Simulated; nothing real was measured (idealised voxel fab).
The following is a process module called voxel ribs on slabs.
245 nm wide, 5 nm square cells: that's cross-section cut.
When this document writes out a cross-section, it uses a grid of square cells and lists it as bands, beginning at the top and moving down, with a band standing for one or more rows of cells. Band: top and bottom heights (nm) first, top before bottom; then materials from left to right, widths in nm. "full width" marks a sole material filling the band edge to edge. "empty" denotes empty space. Heights are reckoned from 0. Under this level, the received wafer is all of one material. The bottommost band is open-ended downward, for example "z 0 and below". You'd read "30->40" like this: the band's top row of cells is as wide as the first number, its bottom row is as wide as the second, and going down, every row changes width by the same amount as the row before did. A step reported as "identical to before" is a step in which no cell of the cross-section changed. Voids not open to the top, 8 cells minimum: see "Enclosed void listing". Written width x height at distance; distance is from the left edge; nm. Formally, on a step line, whatever follows the settings is a remark that the simulator itself makes on the step. You can add "overlay nm" to a step's line. For a step with a mask, it describes how far the mask lay to the right of its planned position, and a negative number describes a lay to the left.

### Below is the list of planned process steps
1,RECEIVE, material Si
2,DIRECTIONAL_DEP, material SiO2, thk nm 20
3,DIRECTIONAL_DEP, material SiN, thk nm 20
4,MASKED_ETCH, tone cover, mask id RIB, width nm 15, etch materials SiN, depth nm 10, overlay nm 0
5,MASKED_ETCH, tone cover, mask id SLAB, width nm 45, etch materials SiN, depth nm 10, overlay nm 0
6,FILL_DEP, material SiO2, thk nm 25
7,CMP, height nm 55
8,DIRECTIONAL_DEP, material W, thk nm 10
9,DIRECTIONAL_DEP, material aC, thk nm 15
10,PATTERN, tone cover, mask id HEATER, material resist, width nm 25, thk nm 30, overlay nm 0
11,DIRECTIONAL_ETCH, etch materials aC, depth nm 15
12,STRIP, etch materials resist
13,DIRECTIONAL_ETCH, etch materials W, depth nm 10
14,STRIP, etch materials aC
15,CONFORMAL_DEP, material SiO2, thk nm 5

### Incoming wafer, cross-sectional view, post step 1
    z 0 and below  Si full width
    Enclosed void listing: none

### End-of-module cross-section. Starting structure and process plan as above; one mistake made in running it
    z 85 to 65  SiO2 full width
    z 65 to 55  W full width
    z 55 to 40  SiO2 full width
    z 40 to 30  115 of SiO2 | 15 of SiN | 115 of SiO2
    z 30 to 20  100 of SiO2 | 45 of SiN | 100 of SiO2
    z 20 to 0  SiO2 full width
    z 0 and below  Si full width
    Enclosed void listing: none
Want to know what went wrong? step 9 was run on a setting that differed from the plan, and what really ran there is DIRECTIONAL_DEP, material SiO2, thk nm 15
